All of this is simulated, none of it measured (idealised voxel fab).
Title: Process Module voxel spacer lines
Cross-section cut spans 235 nm and uses square cells 5 nm in size.
Cross-section = grid of square cells, listed top down in bands; band = one or more rows.
First you get the band's top height and its bottom height, in nm, and then the materials it's made of, left to right, with each width in nm. If you see a single material with "all across", that one covers the band edge to edge. "blank" is empty space.
Where do heights start? At 0: under that level the wafer as delivered is made of one material only. And the lowest band has no floor; it just carries on downward, as in "0 down".
It should be noted that a width expressed as "30->40" varies in equal increments from row to row of cells within the band, taking the value of the first number at the top row and that of the second number at the bottom row.
Reading "nothing was modified" for a step: not a cell of the cross-section changed in it.
Entry "Closed void catalog". Content: empty spaces with no open connection to the top, size 8 cells or greater. Each: width x height at distance. Distance: from left edge. Unit: nm.
If you see something after the settings on a step's line, that's the simulator's own remark about that step.
overlay nm, on a step with a mask: how far to the right of its planned place the mask lay; to the left if negative
# Process steps (planned)
step 1: RECEIVE,material Si
step 2: CONFORMAL_DEP,material Al2O3,thk nm 10
step 3: DIRECTIONAL_DEP,material SiN,thk nm 15
step 4: DIRECTIONAL_DEP,material polySi,thk nm 20
step 5: PATTERN,tone cover,mask id MANDREL,material resist,width nm 20,pitch nm 70,thk nm 25,overlay nm 0
step 6: DIRECTIONAL_ETCH,etch materials polySi,depth nm 20
step 7: STRIP,etch materials resist
step 8: CONFORMAL_DEP,material SiO2,thk nm 15
step 9: DIRECTIONAL_ETCH,etch materials SiO2,depth nm 15
step 10: STRIP,etch materials polySi
step 11: DIRECTIONAL_ETCH,etch materials SiN,depth nm 15
step 12: STRIP,etch materials SiO2
step 13: FILL_DEP,material lowk,thk nm 5
step 14: CMP,height nm 25
# First of two wafers, with the run carried out as planned
# Incoming wafer, cross-sectional view, post step 1
0 down | Si all across
Closed void catalog: none
# The wafer in cross-section once step 2 is complete
10 to 0 | Al2O3 all across
Below 0, the layers are the same as they were.
# The wafer in cross-section once step 3 is complete
25 to 10 | SiN all across
Below 10, the layers are the same as they were.
# The wafer in cross-section once step 4 is complete
45 to 25 | polySi all across
Below 25, the layers are the same as they were.
# The wafer in cross-section once step 5 is complete
70 to 45 | 70 blank, 20 resist, 50 blank, 20 resist, 75 blank
Below 45, the layers are the same as they were.
# The wafer in cross-section once step 6 is complete
70 to 45 | 70 blank, 20 resist, 50 blank, 20 resist, 75 blank
45 to 25 | 70 blank, 20 polySi, 50 blank, 20 polySi, 75 blank
Below 25, the layers are the same as they were.
# The wafer in cross-section once step 7 is complete
45 to 25 | 70 blank, 20 polySi, 50 blank, 20 polySi, 75 blank
Below 25, the layers are the same as they were.
# The wafer in cross-section once step 8 is complete
60 to 45 | 55 blank, 50 SiO2, 20 blank, 50 SiO2, 60 blank
45 to 40 | 55 blank, 15 SiO2, 20 polySi, 15 SiO2, 20 blank, 15 SiO2, 20 polySi, 15 SiO2, 60 blank
40 to 25 | 70 SiO2, 20 polySi, 50 SiO2, 20 polySi, 75 SiO2
Below 25, the layers are the same as they were.
# The wafer in cross-section once step 9 is complete
45 to 25 | 55 blank, 15 SiO2, 20 polySi, 15 SiO2, 20 blank, 15 SiO2, 20 polySi, 15 SiO2, 60 blank
Below 25, the layers are the same as they were.
# The wafer in cross-section once step 10 is complete
45 to 25 | 55 blank, 15 SiO2, 20 blank, 15 SiO2, 20 blank, 15 SiO2, 20 blank, 15 SiO2, 60 blank
Below 25, the layers are the same as they were.
# The wafer in cross-section once step 11 is complete
45 to 25 | 55 blank, 15 SiO2, 20 blank, 15 SiO2, 20 blank, 15 SiO2, 20 blank, 15 SiO2, 60 blank
25 to 10 | 55 blank, 15 SiN, 20 blank, 15 SiN, 20 blank, 15 SiN, 20 blank, 15 SiN, 60 blank
Below 10, the layers are the same as they were.
# The wafer in cross-section once step 12 is complete
25 to 10 | 55 blank, 15 SiN, 20 blank, 15 SiN, 20 blank, 15 SiN, 20 blank, 15 SiN, 60 blank
Below 10, the layers are the same as they were.
# The wafer in cross-section once step 13 is complete
30 to 25 | lowk all across
25 to 10 | 55 lowk, 15 SiN, 20 lowk, 15 SiN, 20 lowk, 15 SiN, 20 lowk, 15 SiN, 60 lowk
Below 10, the layers are the same as they were.
# The wafer in cross-section once step 14 is complete
25 to 10 | 55 lowk, 15 SiN, 20 lowk, 15 SiN, 20 lowk, 15 SiN, 20 lowk, 15 SiN, 60 lowk
Below 10, the layers are the same as they were.
# The remaining wafer, second of the two, started like the first and was run to the same plan, except that one mistake was made along the way; the two coincide through step 7, inclusive
# Cross-section of the second wafer corresponding to the planned conclusion of step 8
55 to 45 | 60 blank, 40 SiO2, 30 blank, 40 SiO2, 65 blank
45 to 35 | 60 blank, 10 SiO2, 20 polySi, 10 SiO2, 30 blank, 10 SiO2, 20 polySi, 10 SiO2, 65 blank
35 to 25 | 70 SiO2, 20 polySi, 50 SiO2, 20 polySi, 75 SiO2
Below 25, the layers are the same as they were.
# Cross-section of the second wafer corresponding to the planned conclusion of step 9
45 to 40 | 70 blank, 20 polySi, 50 blank, 20 polySi, 75 blank
40 to 25 | 60 blank, 10 SiO2, 20 polySi, 10 SiO2, 30 blank, 10 SiO2, 20 polySi, 10 SiO2, 65 blank
Below 25, the layers are the same as they were.
# Cross-section of the second wafer corresponding to the planned conclusion of step 10
40 to 25 | 60 blank, 10 SiO2, 20 blank, 10 SiO2, 30 blank, 10 SiO2, 20 blank, 10 SiO2, 65 blank
Below 25, the layers are the same as they were.
# Cross-section of the second wafer corresponding to the planned conclusion of step 11
40 to 25 | 60 blank, 10 SiO2, 20 blank, 10 SiO2, 30 blank, 10 SiO2, 20 blank, 10 SiO2, 65 blank
25 to 10 | 60 blank, 10 SiN, 20 blank, 10 SiN, 30 blank, 10 SiN, 20 blank, 10 SiN, 65 blank
Below 10, the layers are the same as they were.
# Cross-section of the second wafer corresponding to the planned conclusion of step 12
25 to 10 | 60 blank, 10 SiN, 20 blank, 10 SiN, 30 blank, 10 SiN, 20 blank, 10 SiN, 65 blank
Below 10, the layers are the same as they were.
# Cross-section of the second wafer corresponding to the planned conclusion of step 13
30 to 25 | lowk all across
25 to 10 | 60 lowk, 10 SiN, 20 lowk, 10 SiN, 30 lowk, 10 SiN, 20 lowk, 10 SiN, 65 lowk
Below 10, the layers are the same as they were.
# Cross-section of the second wafer corresponding to the planned conclusion of step 14
25 to 10 | 60 lowk, 10 SiN, 20 lowk, 10 SiN, 30 lowk, 10 SiN, 20 lowk, 10 SiN, 65 lowk
Below 10, the layers are the same as they were.
Deviation from plan: the process deviated at step 8: the operation and settings actually run there were CONFORMAL_DEP,material SiO2,thk nm 10
Count the cells at the end and the second wafer has more or fewer of some materials than the first: 12 fewer of SiN; 12 more of lowk
